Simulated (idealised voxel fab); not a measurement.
You're looking at the process module voxel wiring stack.
Xsec cut, 240 nm wide, square cell size 5 nm.
The cross-sections in this document take the form of a grid made of square cells. They are written out as bands, in order from top to bottom. Each band consists of one or more rows of cells.
Quick guide to a band line: top height, bottom height (nm) up front; then every material left to right with its width in nm. Only one material and it's marked "everywhere"? Then it fills the band edge to edge. And "air" just means empty space.
Below 0: as-received wafer, all one material; heights counted from there. Lowest band: no bottom, goes on down, written "0 -> down".
Read "30->40" as a graded width: first number on top, second number at the bottom, same change between each pair of neighbouring rows.
Where a step carries "stayed the same", the cross-section came out of it unchanged, cell for cell.
"Closed voids list" specifies each empty space that is not open to the top and that occupies no fewer than 8 cells, using the form width x height at distance, the distance measured from the left edge and all three quantities in nm.
Step line, after settings: the simulator's comment on this step.
For masked steps, "overlay nm" on the step line gives how far right of plan the mask actually lay; a minus sign means it lay to the left.

### plan
1: RECEIVE [material Si]
2: CONFORMAL_DEP [material SiO2] [thk nm 15]
3: DIRECTIONAL_DEP [material TiN] [thk nm 5]
4: DIRECTIONAL_DEP [material Ru] [thk nm 20]
5: MASKED_ETCH [tone cover] [mask id METAL_1] [width nm 25] [pitch nm 40] [etch materials Ru] [depth nm 20] [overlay nm 0]
6: MASKED_ETCH [tone cover] [mask id METAL_1] [width nm 25] [pitch nm 40] [etch materials TiN] [depth nm 5] [overlay nm 0]
7: FILL_DEP [material SiO2] [thk nm 5]
8: CMP [height nm 40]
9: CONFORMAL_DEP [material SiCN] [thk nm 5]
10: DIRECTIONAL_DEP [material lowk] [thk nm 15]
11: MASKED_ETCH [tone open] [mask id PLUG_1] [width nm 15] [pitch nm 40] [etch materials lowk] [depth nm 15] [overlay nm 0]
12: MASKED_ETCH [tone open] [mask id PLUG_1] [width nm 15] [pitch nm 40] [etch materials SiCN] [depth nm 5] [overlay nm 0]
13: EPI [material Ru] [thk nm 10]
14: EPI [material Ru] [thk nm 10]
15: CONFORMAL_DEP [material SiN] [thk nm 5]
16: DIRECTIONAL_DEP [material SiO2] [thk nm 15]
17: DIRECTIONAL_DEP [material aC] [thk nm 15]
18: PATTERN [tone open] [mask id METAL_2] [material resist] [width nm 25] [pitch nm 40] [thk nm 30] [overlay nm 0]
19: DIRECTIONAL_ETCH [etch materials aC] [depth nm 15]
20: STRIP [etch materials resist]
21: DIRECTIONAL_ETCH [etch materials SiO2] [depth nm 15]
22: DIRECTIONAL_ETCH [etch materials SiN] [depth nm 5]
23: STRIP [etch materials aC]
24: CONFORMAL_DEP [material TiN] [thk nm 5]
25: FILL_DEP [material Cu] [thk nm 5]
26: CMP [height nm 80]
27: CONFORMAL_DEP [material SiCN] [thk nm 5]
28: DIRECTIONAL_DEP [material SiO2] [thk nm 25]
29: MASKED_ETCH [tone open] [mask id METAL_3_HOLES] [width nm 15] [etch materials SiO2] [depth nm 25] [overlay nm 0]
30: DIRECTIONAL_DEP [material aC] [thk nm 15]
31: PATTERN [tone open] [mask id METAL_3] [material resist] [width nm 25] [pitch nm 40] [thk nm 30] [overlay nm 0]
32: DIRECTIONAL_ETCH [etch materials aC] [depth nm 15]
33: STRIP [etch materials resist]
34: DIRECTIONAL_ETCH [etch materials SiO2] [depth nm 15]
35: DIRECTIONAL_ETCH [etch materials SiCN] [depth nm 5]
36: STRIP [etch materials aC]
37: CONFORMAL_DEP [material TiN] [thk nm 5]
38: FILL_DEP [material Ru] [thk nm 10]
39: CMP [height nm 110]
40: CONFORMAL_DEP [material SiCN] [thk nm 5]
41: DIRECTIONAL_DEP [material SiO2] [thk nm 30]
42: PATTERN [tone open] [mask id METAL_4] [material resist] [width nm 25] [pitch nm 40] [thk nm 20] [overlay nm 0]
43: DIRECTIONAL_ETCH [etch materials SiO2] [depth nm 20]
44: STRIP [etch materials resist]
45: MASKED_ETCH [tone open] [mask id METAL_4_HOLES] [width nm 15] [pitch nm 40] [etch materials SiO2] [depth nm 10] [overlay nm 0]
46: MASKED_ETCH [tone open] [mask id METAL_4_HOLES] [width nm 15] [pitch nm 40] [etch materials SiCN] [depth nm 5] [overlay nm 0]
47: CONFORMAL_DEP [material TiN] [thk nm 5]
48: FILL_DEP [material Cu] [thk nm 5]
49: CMP [height nm 145]
50: CONFORMAL_DEP [material SiN] [thk nm 5]

### As-received state of the wafer in cross-section, equivalent to post-step 1
> 0 -> down | Si everywhere
> Closed voids list: none

### End state of the module in cross-section, given the above starting point and plan and one mistake in execution
> 150 -> 145 | SiN everywhere
> 145 -> 130 | SiO2 85 nm / TiN 5 nm / Cu 15 nm / TiN 5 nm / SiO2 15 nm / TiN 5 nm / Cu 15 nm / TiN 5 nm / SiO2 90 nm
> 130 -> 125 | SiO2 85 nm / TiN 5 nm / Cu 5 nm / TiN 15 nm / SiO2 15 nm / TiN 5 nm / Cu 5 nm / TiN 15 nm / SiO2 90 nm
> 125 -> 115 | SiO2 85 nm / TiN 5 nm / Cu 5 nm / TiN 5 nm / SiO2 25 nm / TiN 5 nm / Cu 5 nm / TiN 5 nm / SiO2 100 nm
> 115 -> 110 | SiCN 85 nm / TiN 15 nm / SiCN 25 nm / TiN 15 nm / SiCN 100 nm
> 110 -> 100 | SiO2 85 nm / TiN 5 nm / Ru 15 nm / TiN 5 nm / SiO2 15 nm / TiN 5 nm / Ru 15 nm / TiN 5 nm / SiO2 90 nm
> 100 -> 95 | SiO2 85 nm / TiN 5 nm / Ru 5 nm / TiN 15 nm / SiO2 15 nm / TiN 25 nm / SiO2 90 nm
> 95 -> 85 | SiO2 85 nm / TiN 5 nm / Ru 5 nm / TiN 5 nm / SiO2 140 nm
> 85 -> 80 | SiCN 85 nm / TiN 15 nm / SiCN 140 nm
> 80 -> 75 | Cu everywhere
> 75 -> 70 | TiN 90 nm / Cu 15 nm / TiN 25 nm / Cu 15 nm / TiN 95 nm
> 70 -> 55 | SiO2 85 nm / TiN 5 nm / Cu 15 nm / TiN 5 nm / SiO2 15 nm / TiN 5 nm / Cu 15 nm / TiN 5 nm / SiO2 90 nm
> 55 -> 50 | SiN 85 nm / TiN 25 nm / SiN 15 nm / TiN 25 nm / SiN 90 nm
> 50 -> 35 | lowk 85 nm / Ru 15 nm / lowk 25 nm / Ru 15 nm / lowk 100 nm
> 35 -> 30 | SiCN 85 nm / Ru 15 nm / SiCN 25 nm / Ru 15 nm / SiCN 100 nm
> 30 -> 20 | SiO2 85 nm / Ru 25 nm / SiO2 15 nm / Ru 25 nm / SiO2 90 nm
> 20 -> 15 | SiO2 85 nm / TiN 25 nm / SiO2 15 nm / TiN 25 nm / SiO2 90 nm
> 15 -> 0 | SiO2 everywhere
> 0 -> down | Si everywhere
> Closed voids list: none
Error vs. plan: planned and actual differ for step 8; actual: CMP [height nm 30]
